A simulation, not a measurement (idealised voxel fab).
The following process module bears the name voxel ribs on slabs.
The cross-section on display is named cut; it measures 290 nm wide, and its cells are 5 nm squares.
Just so we're on the same page, the cross-sections are grids of square cells, and they're listed out in bands top to bottom, each band one or more rows deep. Band: top and bottom heights (nm) first, top before bottom; then materials from left to right, widths in nm. "everywhere" marks a sole material filling the band edge to edge. "blank" denotes empty space. Counting heights begins at 0, where everything beneath is, in the wafer as received, one material. The lowest band has no bottom; it goes on downwards, as "z 0 and below" shows. Width spec "30 to 40" -> top row of cells at first value, bottom row at second value, equal per-row change in between. A step reported as "same as before" is a step in which no cell of the cross-section changed. Enclosed voids (no open way to top), threshold 8 cells or more, entry "Closed void roster", notation width x height at distance, distance from left edge, nm. On a step's line, text after the settings is the simulator commenting on that step. overlay nm: where the mask lay relative to plan, measured to the right, on steps with a mask; negatives go left.
These are the steps we planned for the process:
| 1 | RECEIVE (material Si) |
| 2 | DIRECTIONAL_DEP (material SiO2; thk nm 25) |
| 3 | DIRECTIONAL_DEP (material SiN; thk nm 20) |
| 4 | PATTERN (tone cover; mask id RIB; material resist; width nm 30; thk nm 15; overlay nm 0) |
| 5 | DIRECTIONAL_ETCH (etch materials SiN; depth nm 10) |
| 6 | STRIP (etch materials resist) |
| 7 | DIRECTIONAL_DEP (material aC; thk nm 15) |
| 8 | PATTERN (tone cover; mask id SLAB; material resist; width nm 60; thk nm 30; overlay nm 0) |
| 9 | DIRECTIONAL_ETCH (etch materials aC; depth nm 15) |
| 10 | STRIP (etch materials resist) |
| 11 | DIRECTIONAL_ETCH (etch materials SiN; depth nm 10) |
| 12 | STRIP (etch materials aC) |
| 13 | FILL_DEP (material SiO2; thk nm 25) |
| 14 | CMP (height nm 65) |
| 15 | DIRECTIONAL_DEP (material TiN; thk nm 5) |
| 16 | PATTERN (tone cover; mask id HEATER; material resist; width nm 40; thk nm 15; overlay nm 0) |
| 17 | DIRECTIONAL_ETCH (etch materials TiN; depth nm 5) |
| 18 | STRIP (etch materials resist) |
| 19 | CONFORMAL_DEP (material SiO2; thk nm 5) |
Here's what the wafer looked like in cross-section when it arrived - that's after step 1:
	z 0 and below = Si everywhere
	Closed void roster: none
Final cross-section, module run with one mistake (start and plan as above):
	z 75 to 70 = 130 of SiO2  30 of blank  130 of SiO2
	z 70 to 65 = 125 of TiN  40 of SiO2  125 of TiN
	z 65 to 45 = SiO2 everywhere
	z 45 to 35 = 130 of SiO2  30 of SiN  130 of SiO2
	z 35 to 25 = 115 of SiO2  60 of SiN  115 of SiO2
	z 25 to 0 = SiO2 everywhere
	z 0 and below = Si everywhere
	Closed void roster: none
Deviation noted in wafer processing: step 16 went in with a setting other than planned; the actual run was PATTERN (tone open; mask id HEATER; material resist; width nm 40; thk nm 15; overlay nm 0)
